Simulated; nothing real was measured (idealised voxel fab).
A process module follows: voxel gate over fins.
Square cell edge 5 nm, section width 290 nm, ID cut.
Reading order for cross-sections: top band down to bottom band. Underlying form: a grid of square cells. Band size: one or more rows of cells. In this notation a band is specified by the heights of its top and bottom, in that order and in nm, after which its materials appear from left to right, each paired with its width in nm. The word "edge to edge" attached to a single material means that material fills the band from edge to edge; the word "air" stands for empty space. Height reference: 0 = level under which incoming wafer is all one material. Lowest band: no bottom, runs on downward, e.g. "0 down". Width "30..40": first value at the band's top row of cells, second value at its bottom row, equal change from row to row. Step marked "identical to before"? Then no cell in the cross-section changed in it. Any empty space of 8 cells or more lacking an open way to the top shows up in "Closed cavity list" as width x height at distance, distance from the left edge, in nm. Note: text after step settings on the step line = simulator remark on that step. overlay nm: mask right of planned place by this much (step with mask). Neg. = left.

## So here's the lineup of process steps we planned
1. op RECEIVE | material Si
2. op CONFORMAL_DEP | material SiN | thk nm 5
3. op PATTERN | tone cover | mask id FINS | material resist | width nm 15 | pitch nm 45 | thk nm 15 | overlay nm 0
4. op DIRECTIONAL_ETCH | etch materials SiN | depth nm 5
5. op DIRECTIONAL_ETCH | etch materials Si | depth nm 30
6. op STRIP | etch materials resist
7. op OXIDIZE | depth nm 5
8. op FILL_DEP | material SiO2 | thk nm 5
9. op CMP | height nm 5
10. op SELECTIVE_ETCH | etch materials SiO2 | depth nm 15
11. op STRIP | etch materials SiN
12. op CONFORMAL_DEP | material HfO2 | thk nm 5
13. op CONFORMAL_DEP | material TiN | thk nm 5
14. op FILL_DEP | material W | thk nm 15
15. op CMP | height nm 20
16. op CONFORMAL_DEP | material SiCN | thk nm 10

## Wafer at receipt (post step 1), cross-section
- 0 down | Si edge to edge
- Closed cavity list: none

## Sectioned view, first of two wafers, at the close of the module, processed as intended in the plan
- 30 to 20 | SiCN edge to edge
- 20 to 10 | W edge to edge
- 10 to 5 | W: 85 | TiN: 25 | W: 20 | TiN: 25 | W: 20 | TiN: 25 | W: 90
- 5 to 0 | W: 85 | TiN: 5 | HfO2: 15 | TiN: 5 | W: 20 | TiN: 5 | HfO2: 15 | TiN: 5 | W: 20 | TiN: 5 | HfO2: 15 | TiN: 5 | W: 90
- 0 to -5 | TiN: 90 | HfO2: 5 | Si: 5 | HfO2: 5 | TiN: 30 | HfO2: 5 | Si: 5 | HfO2: 5 | TiN: 30 | HfO2: 5 | Si: 5 | HfO2: 5 | TiN: 95
- -5 to -10 | HfO2: 95 | Si: 5 | HfO2: 40 | Si: 5 | HfO2: 40 | Si: 5 | HfO2: 100
- -10 to -35 | SiO2: 95 | Si: 5 | SiO2: 40 | Si: 5 | SiO2: 40 | Si: 5 | SiO2: 100
- -35 down | Si edge to edge
- Closed cavity list: none

## This cross-section belongs to the second wafer of two at the end of the module; the start and the plan were shared with the first, and the run included one mistake
- 30 to 20 | SiCN edge to edge
- 20 to 10 | W edge to edge
- 10 to 5 | W: 85 | TiN: 25 | W: 20 | TiN: 25 | W: 20 | TiN: 25 | W: 90
- 5 to 0 | W: 85 | TiN: 5 | HfO2: 15 | TiN: 5 | W: 20 | TiN: 5 | HfO2: 15 | TiN: 5 | W: 20 | TiN: 5 | HfO2: 15 | TiN: 5 | W: 90
- 0 to -5 | TiN: 90 | HfO2: 5 | Si: 5 | HfO2: 5 | TiN: 30 | HfO2: 5 | Si: 5 | HfO2: 5 | TiN: 30 | HfO2: 5 | Si: 5 | HfO2: 5 | TiN: 95
- -5 to -10 | HfO2: 95 | Si: 5 | HfO2: 40 | Si: 5 | HfO2: 40 | Si: 5 | HfO2: 100
- -10 to -65 | SiO2: 95 | Si: 5 | SiO2: 40 | Si: 5 | SiO2: 40 | Si: 5 | SiO2: 100
- -65 down | Si edge to edge
- Closed cavity list: none
Finding, execution versus plan: step 5 of the plan was carried out twice
Bottom line after processing is that, in cells, the second wafer is up or down on some materials versus the first: -330 Si | +330 SiO2
